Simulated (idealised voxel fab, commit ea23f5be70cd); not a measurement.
This is a process module. Its name is voxel wiring stack.
Each square cell in cross-section cut measures 5 nm, and the section as a whole is 175 nm wide.
Cross-section layout: square cells on a grid; listed as bands, top to bottom; a band spans one or more cell rows. This entry defines a band. It first specifies the height of the band's top and the height of its bottom in nm, and then specifies the band's materials from left to right, stating each material with its width in nm. The word "everywhere" identifies a single material that fills the band from edge to edge, while the word "blank" identifies empty space. Heads up on the height convention: 0 is the point under which the incoming wafer is all one material, and the lowest band has no bottom, it just keeps going down, like "top 0, no bottom". Note: "30..40" means the width goes from the first number (top row of the band) to the second number (bottom row) in equal steps per row of cells. "remained unchanged" for a step: no cell of the cross-section changed in that step. "Fully closed voids": sealed empty spaces, 8 cells or more, no open way to top, listed width x height at distance, with distance from the left edge and width, height and distance in nm. Step line, after settings: the simulator's comment on this step. "overlay nm" answers the question of how far to the right of plan the mask lay on a step that has a mask, and when it is negative the answer is to the left.
These are the steps we planned for the process:
1,op RECEIVE | material Si
2,op CONFORMAL_DEP | material SiO2 | thk nm 15
3,op DIRECTIONAL_DEP | material TiN | thk nm 5
4,op DIRECTIONAL_DEP | material Ru | thk nm 25
5,op DIRECTIONAL_DEP | material aC | thk nm 15
6,op PATTERN | tone cover | mask id METAL_1 | material resist | width nm 30 | pitch nm 50 | thk nm 30 | overlay nm 0
7,op DIRECTIONAL_ETCH | etch materials aC | depth nm 15
8,op STRIP | etch materials resist
9,op DIRECTIONAL_ETCH | etch materials Ru | depth nm 25
10,op DIRECTIONAL_ETCH | etch materials TiN | depth nm 5
11,op STRIP | etch materials aC
12,op FILL_DEP | material lowk | thk nm 10
13,op CMP | height nm 45
14,op CONFORMAL_DEP | material SiCN | thk nm 5
15,op DIRECTIONAL_DEP | material SiO2 | thk nm 30
16,op MASKED_ETCH | tone open | mask id METAL_2 | width nm 30 | pitch nm 50 | etch materials SiO2 | depth nm 15 | overlay nm 0
17,op PATTERN | tone open | mask id METAL_2_HOLES | material resist | width nm 15 | pitch nm 50 | thk nm 20 | overlay nm 0
18,op DIRECTIONAL_ETCH | etch materials SiO2 | depth nm 15
19,op DIRECTIONAL_ETCH | etch materials SiCN | depth nm 5
20,op STRIP | etch materials resist
21,op CONFORMAL_DEP | material TiN | thk nm 5
22,op FILL_DEP | material Ru | thk nm 10
23,op CMP | height nm 80
24,op CONFORMAL_DEP | material SiCN | thk nm 5
25,op DIRECTIONAL_DEP | material lowk | thk nm 10
26,op PATTERN | tone open | mask id PLUG_2 | material resist | width nm 15 | thk nm 20 | overlay nm 0
27,op DIRECTIONAL_ETCH | etch materials lowk | depth nm 10
28,op DIRECTIONAL_ETCH | etch materials SiCN | depth nm 5
29,op STRIP | etch materials resist
30,op EPI | material Ru | thk nm 10
31,op EPI | material Ru | thk nm 5
32,op DIRECTIONAL_DEP | material TiN | thk nm 5
33,op DIRECTIONAL_DEP | material Ru | thk nm 20
34,op DIRECTIONAL_DEP | material aC | thk nm 10
35,op PATTERN | tone cover | mask id METAL_3 | material resist | width nm 30 | pitch nm 50 | thk nm 30 | overlay nm 0
36,op DIRECTIONAL_ETCH | etch materials aC | depth nm 10
37,op STRIP | etch materials resist
38,op DIRECTIONAL_ETCH | etch materials Ru | depth nm 20
39,op DIRECTIONAL_ETCH | etch materials TiN | depth nm 5
40,op STRIP | etch materials aC
41,op FILL_DEP | material lowk | thk nm 5
42,op CMP | height nm 120
43,op CONFORMAL_DEP | material SiCN | thk nm 5
Wafer as received: cross-section following step 1:
top 0, no bottom = Si everywhere
Fully closed voids: none
This is how the wafer looks in cross-section once the module is done, given the starting state and plan above and one mistake in carrying the plan out:
top 125, bottom 120 = SiCN everywhere
top 120, bottom 100 = 45 of lowk; 30 of Ru; 20 of lowk; 30 of Ru; 50 of lowk
top 100, bottom 95 = 45 of lowk; 30 of TiN; 20 of lowk; 30 of TiN; 50 of lowk
top 95, bottom 85 = 45 of lowk; 15 of Ru; 115 of lowk
top 85, bottom 80 = 45 of SiCN; 15 of Ru; 115 of SiCN
top 80, bottom 70 = 45 of SiO2; 5 of TiN; 20 of Ru; 5 of TiN; 20 of SiO2; 5 of TiN; 20 of Ru; 5 of TiN; 50 of SiO2
top 70, bottom 65 = 45 of SiO2; 5 of TiN; 5 of Ru; 20 of TiN; 20 of SiO2; 5 of TiN; 5 of Ru; 20 of TiN; 50 of SiO2
top 65, bottom 50 = 45 of SiO2; 5 of TiN; 5 of Ru; 5 of TiN; 35 of SiO2; 5 of TiN; 5 of Ru; 5 of TiN; 65 of SiO2
top 50, bottom 45 = 45 of SiCN; 15 of TiN; 35 of SiCN; 15 of TiN; 65 of SiCN
top 45, bottom 20 = 40 of lowk; 30 of Ru; 20 of lowk; 30 of Ru; 55 of lowk
top 20, bottom 15 = 40 of lowk; 30 of TiN; 20 of lowk; 30 of TiN; 55 of lowk
top 15, bottom 0 = SiO2 everywhere
top 0, no bottom = Si everywhere
Fully closed voids: none
Plan not followed: in deviation from the planned setting, step 6 was conducted as op PATTERN | tone cover | mask id METAL_1 | material resist | width nm 30 | pitch nm 50 | thk nm 30 | overlay nm -5
